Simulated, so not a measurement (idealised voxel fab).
The document below concerns the process module designated voxel self aligned vias.
We display cut, a cross-section 275 nm in width whose square cells are each 5 nm.
We lay out every cross-section as a grid of square cells and spell it out in bands from the top down, where one band means one or more rows of cells.
Within each band entry, the heights of the top and of the bottom of the band appear first, in that order and in nm; the materials of the band then follow from left to right, each with its corresponding width in nm. The designation "throughout" on a single material indicates that it fills the band from edge to edge; the designation "air" indicates empty space.
Heights are measured from 0, the level below which the as-received wafer is all one material; the lowest band has no bottom and continues downward, written as in "0 and below".
Width: "30 to 40" (first number = top row, second number = bottom row, same change from row to row of cells).
Basically "nothing was modified" means that step didn't change any cell in the cross-section.
Reported under the label "Voids lacking openings" are the empty spaces having no open way to the top and comprising 8 cells or more; the notation for each is width x height at distance, in which the distance is measured from the left edge and all three values are in nm.
It should be noted that, on the line of a given step, the content following the step's settings is a remark produced by the simulator itself with respect to that step.
"overlay nm", when on a step's line for a step with a mask, measures how far to the right of its planned place the mask lay; a negative measure means to the left.
### The planned process steps are enumerated hereunder
1) RECEIVE: material Si
2) CONFORMAL_DEP: material SiO2, thk nm 15
3) CONFORMAL_DEP: material SiCN, thk nm 5
4) DIRECTIONAL_DEP: material SiO2, thk nm 25
5) PATTERN: tone open, mask id LINES, material resist, width nm 25, pitch nm 75, thk nm 15, overlay nm 0
6) DIRECTIONAL_ETCH: etch materials SiO2, depth nm 25
7) STRIP: etch materials resist
8) CONFORMAL_DEP: material TiN, thk nm 5
9) FILL_DEP: material Ru, thk nm 10
10) CMP: height nm 45
11) SELECTIVE_ETCH: etch materials W Ru TiN, depth nm 10
12) FILL_DEP: material SiN, thk nm 5
13) CMP: height nm 45
14) DIRECTIONAL_DEP: material SiO2, thk nm 15
15) PATTERN: tone open, mask id VIAS, material resist, width nm 35, pitch nm 150, thk nm 20, overlay nm 0
16) DIRECTIONAL_ETCH: etch materials SiO2, depth nm 15
17) DIRECTIONAL_ETCH: etch materials SiN, depth nm 10
18) STRIP: etch materials resist
19) CONFORMAL_DEP: material TiN, thk nm 5
20) FILL_DEP: material W, thk nm 5
21) CMP: height nm 60
22) CONFORMAL_DEP: material SiN, thk nm 5
The width nm used in step 15 is not the same on every wafer, whereas the starting condition is; the value printed in the plan is the first wafer's.
### The first of several wafers, as received after step 1, seen in section
> 0 and below  Si throughout
> Voids lacking openings: none
### Cross-section, first of several wafers, end of module, after last step 22
> 65 down to 60  SiN throughout
> 60 down to 50  45 nm SiO2 / 5 nm TiN / 25 nm W / 5 nm TiN / 115 nm SiO2 / 5 nm TiN / 25 nm W / 5 nm TiN / 45 nm SiO2
> 50 down to 45  45 nm SiO2 / 10 nm TiN / 15 nm W / 10 nm TiN / 115 nm SiO2 / 10 nm TiN / 15 nm W / 10 nm TiN / 45 nm SiO2
> 45 down to 40  50 nm SiO2 / 5 nm TiN / 15 nm W / 5 nm TiN / 50 nm SiO2 / 25 nm SiN / 50 nm SiO2 / 5 nm TiN / 15 nm W / 5 nm TiN / 50 nm SiO2
> 40 down to 35  50 nm SiO2 / 25 nm TiN / 50 nm SiO2 / 25 nm SiN / 50 nm SiO2 / 25 nm TiN / 50 nm SiO2
> 35 down to 25  50 nm SiO2 / 5 nm TiN / 15 nm Ru / 5 nm TiN / 50 nm SiO2 / 5 nm TiN / 15 nm Ru / 5 nm TiN / 50 nm SiO2 / 5 nm TiN / 15 nm Ru / 5 nm TiN / 50 nm SiO2
> 25 down to 20  50 nm SiO2 / 25 nm TiN / 50 nm SiO2 / 25 nm TiN / 50 nm SiO2 / 25 nm TiN / 50 nm SiO2
> 20 down to 15  SiCN throughout
> 15 down to 0  SiO2 throughout
> 0 and below  Si throughout
> Voids lacking openings: none
### A cross-section through the last wafer at the close of the module
> 65 down to 60  SiN throughout
> 60 down to 50  35 nm SiO2 / 5 nm TiN / 50 nm W / 5 nm TiN / 90 nm SiO2 / 5 nm TiN / 50 nm W / 5 nm TiN / 30 nm SiO2
> 50 down to 45  35 nm SiO2 / 20 nm TiN / 15 nm W / 25 nm TiN / 90 nm SiO2 / 20 nm TiN / 15 nm W / 25 nm TiN / 30 nm SiO2
> 45 down to 40  50 nm SiO2 / 5 nm TiN / 15 nm W / 5 nm TiN / 50 nm SiO2 / 25 nm SiN / 50 nm SiO2 / 5 nm TiN / 15 nm W / 5 nm TiN / 50 nm SiO2
> 40 down to 35  50 nm SiO2 / 25 nm TiN / 50 nm SiO2 / 25 nm SiN / 50 nm SiO2 / 25 nm TiN / 50 nm SiO2
> 35 down to 25  50 nm SiO2 / 5 nm TiN / 15 nm Ru / 5 nm TiN / 50 nm SiO2 / 5 nm TiN / 15 nm Ru / 5 nm TiN / 50 nm SiO2 / 5 nm TiN / 15 nm Ru / 5 nm TiN / 50 nm SiO2
> 25 down to 20  50 nm SiO2 / 25 nm TiN / 50 nm SiO2 / 25 nm TiN / 50 nm SiO2 / 25 nm TiN / 50 nm SiO2
> 20 down to 15  SiCN throughout
> 15 down to 0  SiO2 throughout
> 0 and below  Si throughout
> Voids lacking openings: none
### Quick key for the table: a row per wafer, taken at the end of the module. For each material it tells you how many cells the wafer gained (+) or lost (-) since it came in, and the closed voids come after
width nm 35 | +18 Ru | +55 SiCN | +65 SiN | +488 SiO2 | +57 TiN | +32 W | Voids lacking openings: none
width nm 40 | +18 Ru | +55 SiCN | +65 SiN | +482 SiO2 | +59 TiN | +36 W | Voids lacking openings: none
width nm 45 | +18 Ru | +55 SiCN | +65 SiN | +476 SiO2 | +61 TiN | +40 W | Voids lacking openings: none
width nm 50 | +18 Ru | +55 SiCN | +65 SiN | +470 SiO2 | +63 TiN | +44 W | Voids lacking openings: none
width nm 55 | +18 Ru | +55 SiCN | +65 SiN | +464 SiO2 | +65 TiN | +48 W | Voids lacking openings: none
width nm 60 | +18 Ru | +55 SiCN | +65 SiN | +458 SiO2 | +67 TiN | +52 W | Voids lacking openings: none
